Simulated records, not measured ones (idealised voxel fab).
Process module name: voxel released beams
The figure presents cross-section cut, which has a width of 220 nm and is divided into square cells with an edge length of 5 nm.
Square cells in a grid make up a cross-section in this document, and the grid is given as bands, listed from the top down, each one or more rows of cells. It is stipulated that each band's entry specify, in nanometres, the height of the top of the band and then that of its bottom, followed by the materials of the band in left-to-right sequence, each together with its width in nanometres. A single material marked by the word "throughout" is understood to fill the band from edge to edge; the word "air" is understood to denote empty space. Height 0 is the level under which the wafer as received is all one material. The lowest band goes on downwards, as in "0..down". The width entry "30->40" should be interpreted row by row: the top row of cells in the band takes the first number, the bottom row takes the second number, and the change between adjacent rows is uniform throughout. Where the words "identical to before" appear for a step, the cross-section shows no cell changed by that step; every cell remained as before. Under "Voids, sealed" you'll find the enclosed gaps, the ones with no way out to the top, that are 8 cells or bigger; each reads width x height at distance, with distance counted from the left edge, everything in nm. Heads up: the bit after the settings on a step's line is the simulator's remark on that step. "overlay nm" answers the question of how far to the right of plan the mask lay on a step that has a mask, and when it is negative the answer is to the left.
[Set out below are the planned steps of the process]
- 1: op RECEIVE | material Si
- 2: op CONFORMAL_DEP | material SiN | thk nm 5
- 3: op DIRECTIONAL_DEP | material SiO2 | thk nm 10
- 4: op MASKED_ETCH | tone open | mask id ANCHOR | width nm 35 | etch materials SiO2 | depth nm 10 | overlay nm 0
- 5: op CONFORMAL_DEP | material TiN | thk nm 15
- 6: op DIRECTIONAL_DEP | material aC | thk nm 10
- 7: op PATTERN | tone cover | mask id BEAM | material resist | width nm 90 | thk nm 30 | overlay nm -15
- 8: op DIRECTIONAL_ETCH | etch materials aC | depth nm 10
- 9: op STRIP | etch materials resist
- 10: op DIRECTIONAL_ETCH | etch materials TiN | depth nm 15
- 11: op STRIP | etch materials aC
- 12: op STRIP | etch materials SiO2
Every wafer here starts from the same state; it is the step 7 overlay nm that distinguishes them, and the value the plan gives belongs to the first wafer.
[As-received cross-section, first of several wafers, post step 1]
  0..down | Si throughout
  Voids, sealed: none
[Basically each wafer gets a line in the table, showing it at the end of the module: material by material, the cells it gained (+) or lost (-) since we got it, then its closed voids]
overlay nm -15 | +44 SiN | +66 TiN | Voids, sealed: none
overlay nm -10 | +44 SiN | +66 TiN | Voids, sealed: none
overlay nm -5 | +44 SiN | +66 TiN | Voids, sealed: none
overlay nm 0 | +44 SiN | +66 TiN | Voids, sealed: none
overlay nm 5 | +44 SiN | +66 TiN | Voids, sealed: none
overlay nm 10 | +44 SiN | +66 TiN | Voids, sealed: none
overlay nm 15 | +44 SiN | +66 TiN | Voids, sealed: none
